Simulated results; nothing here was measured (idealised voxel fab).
The process module presented herein is designated voxel released beams.
We display cut, a cross-section 295 nm in width whose square cells are each 5 nm.
Cross-section format: a grid of square cells, given as bands from top to bottom; each band is one or more rows of cells. Band entry format. Leading values: height of top, height of bottom, nm. Remainder: materials in left-to-right order, each with its width in nm. Special words: "throughout" on a single material, which then fills the band edge to edge; "empty", empty space. All heights in this document are referenced to 0, defined as the level beneath which the wafer, as received, consists entirely of one material. The lowest band is not bounded below; it extends indefinitely downward and is written in the form "top 0, no bottom". It should be noted that a width expressed as "30->40" varies in equal increments from row to row of cells within the band, taking the value of the first number at the top row and that of the second number at the bottom row. What does "left unchanged" mean for a step? It means no cell of the cross-section changed in that step. Empty spaces without an open route to the top, at least 8 cells in extent, make up the entry "Non-vented voids"; each is given as width x height at distance, where the distance is measured from the left edge, and all are in nm. Note: text after step settings on the step line = simulator remark on that step. overlay nm: mask offset rightward from planned place, masked step; negative means leftward offset. From here on the document is pairs. In a pair, the cross-section before one process step comes with the cross-section after it, and the latter goes no deeper than the lowest band that changed. What lies in between, the step and its settings, is written under the pair. A pair may be from a different run of this module on the same starting wafer than the pair above it, so it continues from that pair only where its entry headed "Prior state" says so.

Prior state
* top 0, no bottom  Si throughout
* Non-vented voids: none

Section, Post-Step
* top 5, bottom 0  SiN throughout
* For the remainder of the cross-section, below 0, there is no change.
* Non-vented voids: none
In between the before and after cross-sections above, the step is CONFORMAL_DEP, material SiN, thk nm 5

Prior state: it's just the after picture from the pair right above this one.

Section, Post-Step
* top 20, bottom 5  SiO2 throughout
* For the remainder of the cross-section, below 5, there is no change.
* Non-vented voids: none
In between the before and after cross-sections above, the step is DIRECTIONAL_DEP, material SiO2, thk nm 15

Prior state: it's just the after picture from the pair right above this one.

Section, Post-Step
* top 35, bottom 20  resist=95 / empty=35 / resist=165
* For the remainder of the cross-section, below 20, there is no change.
* Non-vented voids: none
In between the before and after cross-sections above, the step is PATTERN, tone open, mask id ANCHOR, material resist, width nm 35, thk nm 15, overlay nm 0

Prior state: it's just the after picture from the pair right above this one.

Section, Post-Step
* top 35, bottom 20  resist=95 / empty=35 / resist=165
* top 20, bottom 5  SiO2=95 / empty=35 / SiO2=165
* For the remainder of the cross-section, below 5, there is no change.
* Non-vented voids: none
In between the before and after cross-sections above, the step is DIRECTIONAL_ETCH, etch materials SiO2, depth nm 15

Prior state: it's just the after picture from the pair right above this one.

Section, Post-Step
* top 20, bottom 5  SiO2=95 / empty=35 / SiO2=165
* For the remainder of the cross-section, below 5, there is no change.
* Non-vented voids: none
In between the before and after cross-sections above, the step is STRIP, etch materials resist

Prior state: it's just the after picture from the pair right above this one.

Section, Post-Step
* top 35, bottom 20  polySi=110 / empty=5 / polySi=180
* top 20, bottom 5  SiO2=95 / polySi=35 / SiO2=165
* For the remainder of the cross-section, below 5, there is no change.
* Non-vented voids: none
In between the before and after cross-sections above, the step is CONFORMAL_DEP, material polySi, thk nm 15

Prior state: it's just the after picture from the pair right above this one.

Section, Post-Step
* top 50, bottom 35  aC=110 / empty=5 / aC=180
* top 35, bottom 20  polySi=110 / aC=5 / polySi=180
* For the remainder of the cross-section, below 20, there is no change.
* Non-vented voids: none
In between the before and after cross-sections above, the step is DIRECTIONAL_DEP, material aC, thk nm 15

Prior state: it's just the after picture from the pair right above this one.

Section, Post-Step
* top 85, bottom 50  empty=90 / resist=110 / empty=95
* top 50, bottom 35  aC=110 / resist=5 / aC=180
* For the remainder of the cross-section, below 35, there is no change.
* Non-vented voids: none
In between the before and after cross-sections above, the step is PATTERN, tone cover, mask id BEAM, material resist, width nm 110, thk nm 35, overlay nm 0

Prior state: it's just the after picture from the pair right above this one.

Section, Post-Step
* top 70, bottom 50  empty=90 / resist=110 / empty=95
* top 50, bottom 35  empty=90 / aC=20 / resist=5 / aC=85 / empty=95
* For the remainder of the cross-section, below 35, there is no change.
* Non-vented voids: none
In between the before and after cross-sections above, the step is DIRECTIONAL_ETCH, etch materials aC, depth nm 15

Prior state: it's just the after picture from the pair right above this one.

Section, Post-Step
* top 50, bottom 35  empty=90 / aC=20 / empty=5 / aC=85 / empty=95
* For the remainder of the cross-section, below 35, there is no change.
* Non-vented voids: none
In between the before and after cross-sections above, the step is STRIP, etch materials resist

Prior state: it's just the after picture from the pair right above this one.

Section, Post-Step
* top 50, bottom 35  empty=90 / aC=20 / empty=5 / aC=85 / empty=95
* top 35, bottom 20  empty=90 / polySi=20 / aC=5 / polySi=85 / empty=95
* For the remainder of the cross-section, below 20, there is no change.
* Non-vented voids: none
In between the before and after cross-sections above, the step is DIRECTIONAL_ETCH, etch materials polySi, depth nm 15

Prior state: it's just the after picture from the pair right above this one.

Section, Post-Step
* top 35, bottom 20  empty=90 / polySi=20 / empty=5 / polySi=85 / empty=95
* For the remainder of the cross-section, below 20, there is no change.
* Non-vented voids: none
In between the before and after cross-sections above, the step is STRIP, etch materials aC

Prior state: it's just the after picture from the pair right above this one.

Section, Post-Step
* top 35, bottom 20  empty=90 / polySi=20 / empty=5 / polySi=85 / empty=95
* top 20, bottom 5  empty=95 / polySi=35 / empty=165
* For the remainder of the cross-section, below 5, there is no change.
* Non-vented voids: none
In between the before and after cross-sections above, the step is STRIP, etch materials SiO2

Prior state
* top 0, no bottom  Si throughout
* Non-vented voids: none

Section, Post-Step
* top 15, bottom 0  SiO2 throughout
* For the remainder of the cross-section, below 0, there is no change.
* Non-vented voids: none
In between the before and after cross-sections above, the step is DIRECTIONAL_DEP, material SiO2, thk nm 15

Prior state: it's just the after picture from the pair right above this one.

Section, Post-Step
* top 30, bottom 15  resist=95 / empty=35 / resist=165
* For the remainder of the cross-section, below 15, there is no change.
* Non-vented voids: none
In between the before and after cross-sections above, the step is PATTERN, tone open, mask id ANCHOR, material resist, width nm 35, thk nm 15, overlay nm 0

Prior state: it's just the after picture from the pair right above this one.

Section, Post-Step
* top 30, bottom 15  resist=95 / empty=35 / resist=165
* top 15, bottom 0  SiO2=95 / empty=35 / SiO2=165
* For the remainder of the cross-section, below 0, there is no change.
* Non-vented voids: none
In between the before and after cross-sections above, the step is DIRECTIONAL_ETCH, etch materials SiO2, depth nm 15

Prior state: it's just the after picture from the pair right above this one.

Section, Post-Step
* top 15, bottom 0  SiO2=95 / empty=35 / SiO2=165
* For the remainder of the cross-section, below 0, there is no change.
* Non-vented voids: none
In between the before and after cross-sections above, the step is STRIP, etch materials resist

Prior state: it's just the after picture from the pair right above this one.

Section, Post-Step
* top 30, bottom 15  polySi=110 / empty=5 / polySi=180
* top 15, bottom 0  SiO2=95 / polySi=35 / SiO2=165
* For the remainder of the cross-section, below 0, there is no change.
* Non-vented voids: none
In between the before and after cross-sections above, the step is CONFORMAL_DEP, material polySi, thk nm 15

Prior state: it's just the after picture from the pair right above this one.

Section, Post-Step
* top 45, bottom 30  aC=110 / empty=5 / aC=180
* top 30, bottom 15  polySi=110 / aC=5 / polySi=180
* For the remainder of the cross-section, below 15, there is no change.
* Non-vented voids: none
In between the before and after cross-sections above, the step is DIRECTIONAL_DEP, material aC, thk nm 15

Prior state: it's just the after picture from the pair right above this one.

Section, Post-Step
* top 80, bottom 45  empty=90 / resist=110 / empty=95
* top 45, bottom 30  aC=110 / resist=5 / aC=180
* For the remainder of the cross-section, below 30, there is no change.
* Non-vented voids: none
In between the before and after cross-sections above, the step is PATTERN, tone cover, mask id BEAM, material resist, width nm 110, thk nm 35, overlay nm 0

Prior state: it's just the after picture from the pair right above this one.

Section, Post-Step
* top 65, bottom 45  empty=90 / resist=110 / empty=95
* top 45, bottom 30  empty=90 / aC=20 / resist=5 / aC=85 / empty=95
* For the remainder of the cross-section, below 30, there is no change.
* Non-vented voids: none
In between the before and after cross-sections above, the step is DIRECTIONAL_ETCH, etch materials aC, depth nm 15

Prior state: it's just the after picture from the pair right above this one.

Section, Post-Step
* top 45, bottom 30  empty=90 / aC=20 / empty=5 / aC=85 / empty=95
* For the remainder of the cross-section, below 30, there is no change.
* Non-vented voids: none
In between the before and after cross-sections above, the step is STRIP, etch materials resist

Prior state: it's just the after picture from the pair right above this one.

Section, Post-Step
* top 45, bottom 30  empty=90 / aC=20 / empty=5 / aC=85 / empty=95
* top 30, bottom 15  empty=90 / polySi=20 / aC=5 / polySi=85 / empty=95
* For the remainder of the cross-section, below 15, there is no change.
* Non-vented voids: none
In between the before and after cross-sections above, the step is DIRECTIONAL_ETCH, etch materials polySi, depth nm 15

Prior state: it's just the after picture from the pair right above this one.

Section, Post-Step
* top 30, bottom 15  empty=90 / polySi=20 / empty=5 / polySi=85 / empty=95
* For the remainder of the cross-section, below 15, there is no change.
* Non-vented voids: none
In between the before and after cross-sections above, the step is STRIP, etch materials aC

Prior state: it's just the after picture from the pair right above this one.

Section, Post-Step
* top 30, bottom 15  empty=90 / polySi=20 / empty=5 / polySi=85 / empty=95
* top 15, bottom 0  empty=95 / polySi=35 / empty=165
* For the remainder of the cross-section, below 0, there is no change.
* Non-vented voids: none
In between the before and after cross-sections above, the step is STRIP, etch materials SiO2

Prior state
* top 35, bottom 20  polySi=110 / empty=5 / polySi=180
* top 20, bottom 5  SiO2=95 / polySi=35 / SiO2=165
* top 5, bottom 0  SiN throughout
* top 0, no bottom  Si throughout
* Non-vented voids: none

Section, Post-Step
* top 50, bottom 20  polySi throughout
* For the remainder of the cross-section, below 20, there is no change.
* Non-vented voids: none
In between the before and after cross-sections above, the step is CONFORMAL_DEP, material polySi, thk nm 15

Prior state: it's just the after picture from the pair right above this one.

Section, Post-Step
* top 65, bottom 50  aC throughout
* For the remainder of the cross-section, below 50, there is no change.
* Non-vented voids: none
In between the before and after cross-sections above, the step is DIRECTIONAL_DEP, material aC, thk nm 15

Prior state: it's just the after picture from the pair right above this one.

Section, Post-Step
* top 100, bottom 65  empty=90 / resist=110 / empty=95
* For the remainder of the cross-section, below 65, there is no change.
* Non-vented voids: none
In between the before and after cross-sections above, the step is PATTERN, tone cover, mask id BEAM, material resist, width nm 110, thk nm 35, overlay nm 0

Prior state: it's just the after picture from the pair right above this one.

Section, Post-Step
* top 85, bottom 65  empty=90 / resist=110 / empty=95
* top 65, bottom 50  empty=90 / aC=110 / empty=95
* For the remainder of the cross-section, below 50, there is no change.
* Non-vented voids: none
In between the before and after cross-sections above, the step is DIRECTIONAL_ETCH, etch materials aC, depth nm 15

Prior state: it's just the after picture from the pair right above this one.

Section, Post-Step
* top 65, bottom 50  empty=90 / aC=110 / empty=95
* For the remainder of the cross-section, below 50, there is no change.
* Non-vented voids: none
In between the before and after cross-sections above, the step is STRIP, etch materials resist

Prior state: it's just the after picture from the pair right above this one.

Section, Post-Step
* top 65, bottom 50  empty=90 / aC=110 / empty=95
* top 50, bottom 35  empty=90 / polySi=110 / empty=95
* For the remainder of the cross-section, below 35, there is no change.
* Non-vented voids: none
In between the before and after cross-sections above, the step is DIRECTIONAL_ETCH, etch materials polySi, depth nm 15

Prior state: it's just the after picture from the pair right above this one.

Section, Post-Step
* top 50, bottom 35  empty=90 / polySi=110 / empty=95
* For the remainder of the cross-section, below 35, there is no change.
* Non-vented voids: none
In between the before and after cross-sections above, the step is STRIP, etch materials aC

Prior state
* top 15, bottom 0  SiO2 throughout
* top 0, no bottom  Si throughout
* Non-vented voids: none

Section, Post-Step
* top 20, bottom 15  SiN throughout
* For the remainder of the cross-section, below 15, there is no change.
* Non-vented voids: none
In between the before and after cross-sections above, the step is CONFORMAL_DEP, material SiN, thk nm 5

Prior state: it's just the after picture from the pair right above this one.

Section, Post-Step
* top 35, bottom 20  resist=95 / empty=35 / resist=165
* For the remainder of the cross-section, below 20, there is no change.
* Non-vented voids: none
In between the before and after cross-sections above, the step is PATTERN, tone open, mask id ANCHOR, material resist, width nm 35, thk nm 15, overlay nm 0

Prior state: it's just the after picture from the pair right above this one.

Section, Post-Step
* top 20, bottom 15  SiN throughout
* For the remainder of the cross-section, below 15, there is no change.
* Non-vented voids: none
In between the before and after cross-sections above, the step is STRIP, etch materials resist

Prior state: it's just the after picture from the pair right above this one.

Section, Post-Step
* top 35, bottom 20  polySi throughout
* For the remainder of the cross-section, below 20, there is no change.
* Non-vented voids: none
In between the before and after cross-sections above, the step is CONFORMAL_DEP, material polySi, thk nm 15

Prior state: it's just the after picture from the pair right above this one.

Section, Post-Step
* top 50, bottom 35  aC throughout
* For the remainder of the cross-section, below 35, there is no change.
* Non-vented voids: none
In between the before and after cross-sections above, the step is DIRECTIONAL_DEP, material aC, thk nm 15

Prior state: it's just the after picture from the pair right above this one.

Section, Post-Step
* top 85, bottom 50  empty=90 / resist=110 / empty=95
* For the remainder of the cross-section, below 50, there is no change.
* Non-vented voids: none
In between the before and after cross-sections above, the step is PATTERN, tone cover, mask id BEAM, material resist, width nm 110, thk nm 35, overlay nm 0

Prior state: it's just the after picture from the pair right above this one.

Section, Post-Step
* top 70, bottom 50  empty=90 / resist=110 / empty=95
* top 50, bottom 35  empty=90 / aC=110 / empty=95
* For the remainder of the cross-section, below 35, there is no change.
* Non-vented voids: none
In between the before and after cross-sections above, the step is DIRECTIONAL_ETCH, etch materials aC, depth nm 15

Prior state: it's just the after picture from the pair right above this one.

Section, Post-Step
* top 50, bottom 35  empty=90 / aC=110 / empty=95
* For the remainder of the cross-section, below 35, there is no change.
* Non-vented voids: none
In between the before and after cross-sections above, the step is STRIP, etch materials resist

Prior state: it's just the after picture from the pair right above this one.

Section, Post-Step
* top 50, bottom 35  empty=90 / aC=110 / empty=95
* top 35, bottom 20  empty=90 / polySi=110 / empty=95
* For the remainder of the cross-section, below 20, there is no change.
* Non-vented voids: none
In between the before and after cross-sections above, the step is DIRECTIONAL_ETCH, etch materials polySi, depth nm 15

Prior state: it's just the after picture from the pair right above this one.

Section, Post-Step
* top 35, bottom 20  empty=90 / polySi=110 / empty=95
* For the remainder of the cross-section, below 20, there is no change.
* Non-vented voids: none
In between the before and after cross-sections above, the step is STRIP, etch materials aC

Prior state
* top 20, bottom 5  SiO2=95 / empty=35 / SiO2=165
* top 5, bottom 0  SiN throughout
* top 0, no bottom  Si throughout
* Non-vented voids: none

Section, Post-Step
* top 30, bottom 20  polySi=105 / empty=15 / polySi=175
* top 20, bottom 15  SiO2=95 / polySi=10 / empty=15 / polySi=10 / SiO2=165
* top 15, bottom 5  SiO2=95 / polySi=35 / SiO2=165
* For the remainder of the cross-section, below 5, there is no change.
* Non-vented voids: none
In between the before and after cross-sections above, the step is CONFORMAL_DEP, material polySi, thk nm 10

Prior state: it's just the after picture from the pair right above this one.

Section, Post-Step
* top 45, bottom 30  aC=105 / empty=15 / aC=175
* top 30, bottom 20  polySi=105 / aC=15 / polySi=175
* top 20, bottom 15  SiO2=95 / polySi=10 / aC=15 / polySi=10 / SiO2=165
* For the remainder of the cross-section, below 15, there is no change.
* Non-vented voids: none
In between the before and after cross-sections above, the step is DIRECTIONAL_DEP, material aC, thk nm 15

Prior state: it's just the after picture from the pair right above this one.

Section, Post-Step
* top 80, bottom 45  empty=90 / resist=110 / empty=95
* top 45, bottom 30  aC=105 / resist=15 / aC=175
* For the remainder of the cross-section, below 30, there is no change.
* Non-vented voids: none
In between the before and after cross-sections above, the step is PATTERN, tone cover, mask id BEAM, material resist, width nm 110, thk nm 35, overlay nm 0

Prior state: it's just the after picture from the pair right above this one.

Section, Post-Step
* top 65, bottom 45  empty=90 / resist=110 / empty=95
* top 45, bottom 30  empty=90 / aC=15 / resist=15 / aC=80 / empty=95
* For the remainder of the cross-section, below 30, there is no change.
* Non-vented voids: none
In between the before and after cross-sections above, the step is DIRECTIONAL_ETCH, etch materials aC, depth nm 15

Prior state: it's just the after picture from the pair right above this one.

Section, Post-Step
* top 45, bottom 30  empty=90 / aC=15 / empty=15 / aC=80 / empty=95
* For the remainder of the cross-section, below 30, there is no change.
* Non-vented voids: none
In between the before and after cross-sections above, the step is STRIP, etch materials resist

Prior state: it's just the after picture from the pair right above this one.

Section, Post-Step
* top 45, bottom 30  empty=90 / aC=15 / empty=15 / aC=80 / empty=95
* top 30, bottom 20  empty=90 / polySi=15 / aC=15 / polySi=80 / empty=95
* For the remainder of the cross-section, below 20, there is no change.
* Non-vented voids: none
In between the before and after cross-sections above, the step is DIRECTIONAL_ETCH, etch materials polySi, depth nm 15

Prior state: it's just the after picture from the pair right above this one.

Section, Post-Step
* top 30, bottom 20  empty=90 / polySi=15 / empty=15 / polySi=80 / empty=95
* top 20, bottom 15  SiO2=95 / polySi=10 / empty=15 / polySi=10 / SiO2=165
* For the remainder of the cross-section, below 15, there is no change.
* Non-vented voids: none
In between the before and after cross-sections above, the step is STRIP, etch materials aC

Prior state: it's just the after picture from the pair right above this one.

Section, Post-Step
* top 30, bottom 20  empty=90 / polySi=15 / empty=15 / polySi=80 / empty=95
* top 20, bottom 15  empty=95 / polySi=10 / empty=15 / polySi=10 / empty=165
* top 15, bottom 5  empty=95 / polySi=35 / empty=165
* For the remainder of the cross-section, below 5, there is no change.
* Non-vented voids: none
In between the before and after cross-sections above, the step is STRIP, etch materials SiO2

Prior state
* top 50, bottom 35  aC=110 / empty=5 / aC=180
* top 35, bottom 20  polySi=110 / aC=5 / polySi=180
* top 20, bottom 5  SiO2=95 / polySi=35 / SiO2=165
* top 5, bottom 0  SiN throughout
* top 0, no bottom  Si throughout
* Non-vented voids: none

Section, Post-Step
* top 85, bottom 50  empty=95 / resist=105 / empty=95
* top 50, bottom 35  aC=110 / resist=5 / aC=180
* For the remainder of the cross-section, below 35, there is no change.
* Non-vented voids: none
In between the before and after cross-sections above, the step is PATTERN, tone cover, mask id BEAM, material resist, width nm 105, thk nm 35, overlay nm 0

Prior state: it's just the after picture from the pair right above this one.

Section, Post-Step
* top 70, bottom 50  empty=95 / resist=105 / empty=95
* top 50, bottom 35  empty=95 / aC=15 / resist=5 / aC=85 / empty=95
* For the remainder of the cross-section, below 35, there is no change.
* Non-vented voids: none
In between the before and after cross-sections above, the step is DIRECTIONAL_ETCH, etch materials aC, depth nm 15

Prior state: it's just the after picture from the pair right above this one.

Section, Post-Step
* top 50, bottom 35  empty=95 / aC=15 / empty=5 / aC=85 / empty=95
* For the remainder of the cross-section, below 35, there is no change.
* Non-vented voids: none
In between the before and after cross-sections above, the step is STRIP, etch materials resist

Prior state: it's just the after picture from the pair right above this one.

Section, Post-Step
* top 50, bottom 35  empty=95 / aC=15 / empty=5 / aC=85 / empty=95
* top 35, bottom 20  empty=95 / polySi=15 / aC=5 / polySi=85 / empty=95
* For the remainder of the cross-section, below 20, there is no change.
* Non-vented voids: none
In between the before and after cross-sections above, the step is DIRECTIONAL_ETCH, etch materials polySi, depth nm 15

Prior state: it's just the after picture from the pair right above this one.

Section, Post-Step
* top 35, bottom 20  empty=95 / polySi=15 / empty=5 / polySi=85 / empty=95
* For the remainder of the cross-section, below 20, there is no change.
* Non-vented voids: none
In between the before and after cross-sections above, the step is STRIP, etch materials aC

Prior state: it's just the after picture from the pair right above this one.

Section, Post-Step
* top 35, bottom 20  empty=95 / polySi=15 / empty=5 / polySi=85 / empty=95
* top 20, bottom 5  empty=95 / polySi=35 / empty=165
* For the remainder of the cross-section, below 5, there is no change.
* Non-vented voids: none
In between the before and after cross-sections above, the step is STRIP, etch materials SiO2

Prior state
* top 50, bottom 35  aC=110 / empty=5 / aC=180
* top 35, bottom 20  polySi=110 / aC=5 / polySi=180
* top 20, bottom 5  SiO2=95 / polySi=35 / SiO2=165
* top 5, bottom 0  SiN throughout
* top 0, no bottom  Si throughout
* Non-vented voids: none

Section, Post-Step
* top 85, bottom 50  empty=100 / resist=110 / empty=85
* top 50, bottom 35  aC=110 / resist=5 / aC=180
* For the remainder of the cross-section, below 35, there is no change.
* Non-vented voids: none
In between the before and after cross-sections above, the step is PATTERN, tone cover, mask id BEAM, material resist, width nm 110, thk nm 35, overlay nm 10

Prior state: it's just the after picture from the pair right above this one.

Section, Post-Step
* top 70, bottom 50  empty=100 / resist=110 / empty=85
* top 50, bottom 35  empty=100 / aC=10 / resist=5 / aC=95 / empty=85
* For the remainder of the cross-section, below 35, there is no change.
* Non-vented voids: none
In between the before and after cross-sections above, the step is DIRECTIONAL_ETCH, etch materials aC, depth nm 15

Prior state: it's just the after picture from the pair right above this one.

Section, Post-Step
* top 50, bottom 35  empty=100 / aC=10 / empty=5 / aC=95 / empty=85
* For the remainder of the cross-section, below 35, there is no change.
* Non-vented voids: none
In between the before and after cross-sections above, the step is STRIP, etch materials resist

Prior state: it's just the after picture from the pair right above this one.

Section, Post-Step
* top 50, bottom 35  empty=100 / aC=10 / empty=5 / aC=95 / empty=85
* top 35, bottom 20  empty=100 / polySi=10 / aC=5 / polySi=95 / empty=85
* For the remainder of the cross-section, below 20, there is no change.
* Non-vented voids: none
In between the before and after cross-sections above, the step is DIRECTIONAL_ETCH, etch materials polySi, depth nm 15

Prior state: it's just the after picture from the pair right above this one.

Section, Post-Step
* top 35, bottom 20  empty=100 / polySi=10 / empty=5 / polySi=95 / empty=85
* For the remainder of the cross-section, below 20, there is no change.
* Non-vented voids: none
In between the before and after cross-sections above, the step is STRIP, etch materials aC

Prior state: it's just the after picture from the pair right above this one.

Section, Post-Step
* top 35, bottom 20  empty=100 / polySi=10 / empty=5 / polySi=95 / empty=85
* top 20, bottom 5  empty=95 / polySi=35 / empty=165
* For the remainder of the cross-section, below 5, there is no change.
* Non-vented voids: none
In between the before and after cross-sections above, the step is STRIP, etch materials SiO2

Prior state
* top 20, bottom 5  SiO2=95 / empty=35 / SiO2=165
* top 5, bottom 0  SiN throughout
* top 0, no bottom  Si throughout
* Non-vented voids: none

Section, Post-Step
* top 35, bottom 20  SiN=110 / empty=5 / SiN=180
* top 20, bottom 5  SiO2=95 / SiN=35 / SiO2=165
* For the remainder of the cross-section, below 5, there is no change.
* Non-vented voids: none
In between the before and after cross-sections above, the step is CONFORMAL_DEP, material SiN, thk nm 15

Prior state: it's just the after picture from the pair right above this one.

Section, Post-Step
* top 50, bottom 35  aC=110 / empty=5 / aC=180
* top 35, bottom 20  SiN=110 / aC=5 / SiN=180
* For the remainder of the cross-section, below 20, there is no change.
* Non-vented voids: none
In between the before and after cross-sections above, the step is DIRECTIONAL_DEP, material aC, thk nm 15

Prior state: it's just the after picture from the pair right above this one.

Section, Post-Step
* top 85, bottom 50  empty=90 / resist=110 / empty=95
* top 50, bottom 35  aC=110 / resist=5 / aC=180
* For the remainder of the cross-section, below 35, there is no change.
* Non-vented voids: none
In between the before and after cross-sections above, the step is PATTERN, tone cover, mask id BEAM, material resist, width nm 110, thk nm 35, overlay nm 0

Prior state: it's just the after picture from the pair right above this one.

Section, Post-Step
* top 70, bottom 50  empty=90 / resist=110 / empty=95
* top 50, bottom 35  empty=90 / aC=20 / resist=5 / aC=85 / empty=95
* For the remainder of the cross-section, below 35, there is no change.
* Non-vented voids: none
In between the before and after cross-sections above, the step is DIRECTIONAL_ETCH, etch materials aC, depth nm 15

Prior state: it's just the after picture from the pair right above this one.

Section, Post-Step
* top 50, bottom 35  empty=90 / aC=20 / empty=5 / aC=85 / empty=95
* For the remainder of the cross-section, below 35, there is no change.
* Non-vented voids: none
In between the before and after cross-sections above, the step is STRIP, etch materials resist

Prior state: it's just the after picture from the pair right above this one.

Section, Post-Step
* top 35, bottom 20  SiN=110 / empty=5 / SiN=180
* For the remainder of the cross-section, below 20, there is no change.
* Non-vented voids: none
In between the before and after cross-sections above, the step is STRIP, etch materials aC

Prior state
* top 20, bottom 5  SiO2 throughout
* top 5, bottom 0  SiN throughout
* top 0, no bottom  Si throughout
* Non-vented voids: none

Section, Post-Step
* top 35, bottom 20  empty=95 / resist=35 / empty=165
* For the remainder of the cross-section, below 20, there is no change.
* Non-vented voids: none
In between the before and after cross-sections above, the step is PATTERN, tone cover, mask id ANCHOR, material resist, width nm 35, thk nm 15, overlay nm 0

Prior state: it's just the after picture from the pair right above this one.

Section, Post-Step
* top 35, bottom 20  empty=95 / resist=35 / empty=165
* top 20, bottom 5  empty=95 / SiO2=35 / empty=165
* For the remainder of the cross-section, below 5, there is no change.
* Non-vented voids: none
In between the before and after cross-sections above, the step is DIRECTIONAL_ETCH, etch materials SiO2, depth nm 15

Prior state: it's just the after picture from the pair right above this one.

Section, Post-Step
* top 20, bottom 5  empty=95 / SiO2=35 / empty=165
* For the remainder of the cross-section, below 5, there is no change.
* Non-vented voids: none
In between the before and after cross-sections above, the step is STRIP, etch materials resist

Prior state: it's just the after picture from the pair right above this one.

Section, Post-Step
* top 35, bottom 20  empty=80 / polySi=65 / empty=150
* top 20, bottom 5  polySi=95 / SiO2=35 / polySi=165
* For the remainder of the cross-section, below 5, there is no change.
* Non-vented voids: none
In between the before and after cross-sections above, the step is CONFORMAL_DEP, material polySi, thk nm 15

Prior state: it's just the after picture from the pair right above this one.

Section, Post-Step
* top 50, bottom 35  empty=80 / aC=65 / empty=150
* top 35, bottom 20  aC=80 / polySi=65 / aC=150
* For the remainder of the cross-section, below 20, there is no change.
* Non-vented voids: none
In between the before and after cross-sections above, the step is DIRECTIONAL_DEP, material aC, thk nm 15

Prior state: it's just the after picture from the pair right above this one.

Section, Post-Step
* top 85, bottom 50  empty=90 / resist=110 / empty=95
* top 50, bottom 35  empty=80 / aC=65 / resist=55 / empty=95
* For the remainder of the cross-section, below 35, there is no change.
* Non-vented voids: none
In between the before and after cross-sections above, the step is PATTERN, tone cover, mask id BEAM, material resist, width nm 110, thk nm 35, overlay nm 0

Prior state: it's just the after picture from the pair right above this one.

Section, Post-Step
* top 70, bottom 50  empty=90 / resist=110 / empty=95
* top 50, bottom 35  empty=90 / aC=55 / resist=55 / empty=95
* top 35, bottom 20  empty=80 / polySi=65 / aC=55 / empty=95
* For the remainder of the cross-section, below 20, there is no change.
* Non-vented voids: none
In between the before and after cross-sections above, the step is DIRECTIONAL_ETCH, etch materials aC, depth nm 15

Prior state: it's just the after picture from the pair right above this one.

Section, Post-Step
* top 50, bottom 35  empty=90 / aC=55 / empty=150
* For the remainder of the cross-section, below 35, there is no change.
* Non-vented voids: none
In between the before and after cross-sections above, the step is STRIP, etch materials resist

Prior state: it's just the after picture from the pair right above this one.

Section, Post-Step
* top 50, bottom 35  empty=90 / aC=55 / empty=150
* top 35, bottom 20  empty=90 / polySi=55 / aC=55 / empty=95
* top 20, bottom 5  empty=80 / polySi=15 / SiO2=35 / polySi=70 / empty=95
* For the remainder of the cross-section, below 5, there is no change.
* Non-vented voids: none
In between the before and after cross-sections above, the step is DIRECTIONAL_ETCH, etch materials polySi, depth nm 15

Prior state: it's just the after picture from the pair right above this one.

Section, Post-Step
* top 35, bottom 20  empty=90 / polySi=55 / empty=150
* For the remainder of the cross-section, below 20, there is no change.
* Non-vented voids: none
In between the before and after cross-sections above, the step is STRIP, etch materials aC
